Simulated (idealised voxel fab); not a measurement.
process module | voxel released beams
cross-section cut | 275 nm wide | cells 5 nm
A cross-section is a grid of square cells, given in bands from the top down. A band is one or more rows of cells.
Each band's line starts with the height of the band's top and of its bottom, in nm. Then come its materials from left to right, each with its width in nm. One material with "throughout" fills the band from edge to edge. "air" is empty space.
Height 0 is the level under which the wafer as received is all one material. The lowest band goes on downwards, as in "0 down".
A width such as "30 to 40" changes by the same amount from each row of cells to the next, from the band's top row to its bottom row.
"no change" after a step means that no cell of the cross-section changed.
closed voids: empty space of 8 cells or more with no open way to the top, each as width x height at its distance from the left edge, in nm
after a step's settings: what the simulator itself notes on the step
overlay nm, on a step with a mask: how far to the right of its planned place the mask lay; to the left if negative
plan
1 op RECEIVE | material Si
2 op CONFORMAL_DEP | material Al2O3 | thk nm 10
3 op DIRECTIONAL_DEP | material SiO2 | thk nm 15
4 op MASKED_ETCH | tone open | mask id ANCHOR | width nm 25 | etch materials SiO2 | depth nm 15 | overlay nm 0
5 op CONFORMAL_DEP | material SiN | thk nm 5
6 op MASKED_ETCH | tone cover | mask id BEAM | width nm 105 | etch materials SiN | depth nm 10 | overlay nm 0
7 op STRIP | etch materials SiO2
varied across the wafers: thk nm of step 5. The plan shows the first wafer's value. All wafers start alike
first wafer as received, after step 1
  0 down: Si throughout
  closed voids: none
first wafer at the end, after step 7
  30 to 25: air 80 | SiN 10 | air 15 | SiN 80 | air 90
  25 to 15: air 85 | SiN 5 | air 15 | SiN 5 | air 165
  15 to 10: air 85 | SiN 25 | air 165
  10 to 0: Al2O3 throughout
  0 down: Si throughout
  closed voids: none
last wafer at the end
  50 to 40: air 80 | SiN 105 | air 90
  40 to 25: SiN throughout
  25 to 10: SiO2 85 | SiN 25 | SiO2 165
  10 to 0: Al2O3 throughout
  0 down: Si throughout
  closed voids: none
each wafer at the end: cells of each material gained (+) or lost (-) since it was received, then its closed voids
thk nm 5 | +110 Al2O3 | +27 SiN | closed voids: none
thk nm 10 | +110 Al2O3 | +54 SiN | closed voids: none
thk nm 15 | +110 Al2O3 | +112 SiN | +150 SiO2 | closed voids: none
thk nm 20 | +110 Al2O3 | +167 SiN | +150 SiO2 | closed voids: none
thk nm 25 | +110 Al2O3 | +222 SiN | +150 SiO2 | closed voids: none
